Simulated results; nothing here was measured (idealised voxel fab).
voxel wiring stack: a process module
The width of the displayed cross-section, cut, is 270 nm; its cells are square, with a size of 5 nm.
Format of a cross-section: grid, square cells. Given as bands. Order: top down. Band: one or more rows of cells.
Within each band entry, the heights of the top and of the bottom of the band appear first, in that order and in nm; the materials of the band then follow from left to right, each with its corresponding width in nm. The designation "throughout" on a single material indicates that it fills the band from edge to edge; the designation "air" indicates empty space.
For the purposes of this specification, 0 denotes the height below which the wafer in its as-received condition is composed wholly of one material, and the lowermost band, lacking a lower limit, extends downward without end, as expressed in "top 0, no bottom".
A width such as "30 to 40" changes by the same amount from each row of cells to the next, from the band's top row to its bottom row.
Basically "no alteration" means that step didn't change any cell in the cross-section.
Empty spaces counting at least 8 cells and having no open way to the top are listed in "Voids, enclosed". The notation width x height at distance is used for each, the distance being from the left edge and all three values in nm.
It should be noted that, on the line of a given step, the content following the step's settings is a remark produced by the simulator itself with respect to that step.
On any step carrying a mask, the "overlay nm" setting, if present on the step's line, tells how far right of its planned place the mask lay; negative values point to the left.
### Process steps - plan
1: RECEIVE,material Si
2: CONFORMAL_DEP,material SiO2,thk nm 15
3: CONFORMAL_DEP,material SiN,thk nm 5
4: DIRECTIONAL_DEP,material SiO2,thk nm 20
5: DIRECTIONAL_DEP,material aC,thk nm 10
6: PATTERN,tone open,mask id METAL_1,material resist,width nm 30,pitch nm 55,thk nm 30,overlay nm 0
7: DIRECTIONAL_ETCH,etch materials aC,depth nm 10
8: STRIP,etch materials resist
9: DIRECTIONAL_ETCH,etch materials SiO2,depth nm 20
10: DIRECTIONAL_ETCH,etch materials SiN,depth nm 5
11: STRIP,etch materials aC
12: CONFORMAL_DEP,material TiN,thk nm 5
13: FILL_DEP,material Cu,thk nm 10
14: CMP,height nm 40
15: CONFORMAL_DEP,material SiCN,thk nm 5
16: DIRECTIONAL_DEP,material lowk,thk nm 25
17: PATTERN,tone open,mask id METAL_2,material resist,width nm 30,pitch nm 55,thk nm 15,overlay nm 0
18: DIRECTIONAL_ETCH,etch materials lowk,depth nm 15
19: STRIP,etch materials resist
20: PATTERN,tone open,mask id METAL_2_HOLES,material resist,width nm 15,pitch nm 110,thk nm 15,overlay nm 0
21: DIRECTIONAL_ETCH,etch materials lowk,depth nm 10
22: DIRECTIONAL_ETCH,etch materials SiCN,depth nm 5
23: STRIP,etch materials resist
24: CONFORMAL_DEP,material TiN,thk nm 5
25: FILL_DEP,material Ru,thk nm 10
26: CMP,height nm 70
27: CONFORMAL_DEP,material SiN,thk nm 5
### As-received state of the wafer in cross-section, equivalent to post-step 1
	top 0, no bottom: Si throughout
	Voids, enclosed: none
### Looking at the first of two wafers in cross-section at end of module - ran to plan
	top 75, bottom 70: SiN throughout
	top 70, bottom 60: lowk 65 nm, then TiN 5 nm, then Ru 20 nm, then TiN 5 nm, then lowk 25 nm, then TiN 5 nm, then Ru 20 nm, then TiN 5 nm, then lowk 25 nm, then TiN 5 nm, then Ru 20 nm, then TiN 5 nm, then lowk 65 nm
	top 60, bottom 55: lowk 65 nm, then TiN 5 nm, then Ru 5 nm, then TiN 20 nm, then lowk 25 nm, then TiN 30 nm, then lowk 25 nm, then TiN 5 nm, then Ru 5 nm, then TiN 20 nm, then lowk 65 nm
	top 55, bottom 45: lowk 65 nm, then TiN 5 nm, then Ru 5 nm, then TiN 5 nm, then lowk 95 nm, then TiN 5 nm, then Ru 5 nm, then TiN 5 nm, then lowk 80 nm
	top 45, bottom 40: SiCN 65 nm, then TiN 15 nm, then SiCN 95 nm, then TiN 15 nm, then SiCN 80 nm
	top 40, bottom 20: SiO2 65 nm, then TiN 5 nm, then Cu 20 nm, then TiN 5 nm, then SiO2 25 nm, then TiN 5 nm, then Cu 20 nm, then TiN 5 nm, then SiO2 25 nm, then TiN 5 nm, then Cu 20 nm, then TiN 5 nm, then SiO2 65 nm
	top 20, bottom 15: SiN 65 nm, then TiN 30 nm, then SiN 25 nm, then TiN 30 nm, then SiN 25 nm, then TiN 30 nm, then SiN 65 nm
	top 15, bottom 0: SiO2 throughout
	top 0, no bottom: Si throughout
	Voids, enclosed: none
### The second wafer, shown in cross-section after the module: started the same way as the first and given the same plan, yet one mistake crept into how it was run
	top 75, bottom 70: SiN throughout
	top 70, bottom 60: lowk 65 nm, then TiN 5 nm, then Ru 20 nm, then TiN 5 nm, then lowk 25 nm, then TiN 5 nm, then Ru 20 nm, then TiN 5 nm, then lowk 25 nm, then TiN 5 nm, then Ru 20 nm, then TiN 5 nm, then lowk 65 nm
	top 60, bottom 55: lowk 65 nm, then TiN 5 nm, then Ru 5 nm, then TiN 20 nm, then lowk 25 nm, then TiN 30 nm, then lowk 25 nm, then TiN 5 nm, then Ru 5 nm, then TiN 20 nm, then lowk 65 nm
	top 55, bottom 45: lowk 65 nm, then TiN 5 nm, then Ru 5 nm, then TiN 5 nm, then lowk 95 nm, then TiN 5 nm, then Ru 5 nm, then TiN 5 nm, then lowk 80 nm
	top 45, bottom 40: SiCN 65 nm, then TiN 15 nm, then SiCN 95 nm, then TiN 15 nm, then SiCN 80 nm
	top 40, bottom 20: SiO2 55 nm, then TiN 5 nm, then Cu 20 nm, then TiN 5 nm, then SiO2 25 nm, then TiN 5 nm, then Cu 20 nm, then TiN 5 nm, then SiO2 25 nm, then TiN 5 nm, then Cu 20 nm, then TiN 5 nm, then SiO2 75 nm
	top 20, bottom 15: SiN 55 nm, then TiN 30 nm, then SiN 25 nm, then TiN 30 nm, then SiN 25 nm, then TiN 30 nm, then SiN 75 nm
	top 15, bottom 0: SiO2 throughout
	top 0, no bottom: Si throughout
	Voids, enclosed: none
What broke from the plan during processing? step 6 ran differently from the plan; actual operation with settings: PATTERN,tone open,mask id METAL_1,material resist,width nm 30,pitch nm 55,thk nm 30,overlay nm -10
By the end, you'd get the same cell count for each material on either wafer, but the second wafer puts them somewhere else.
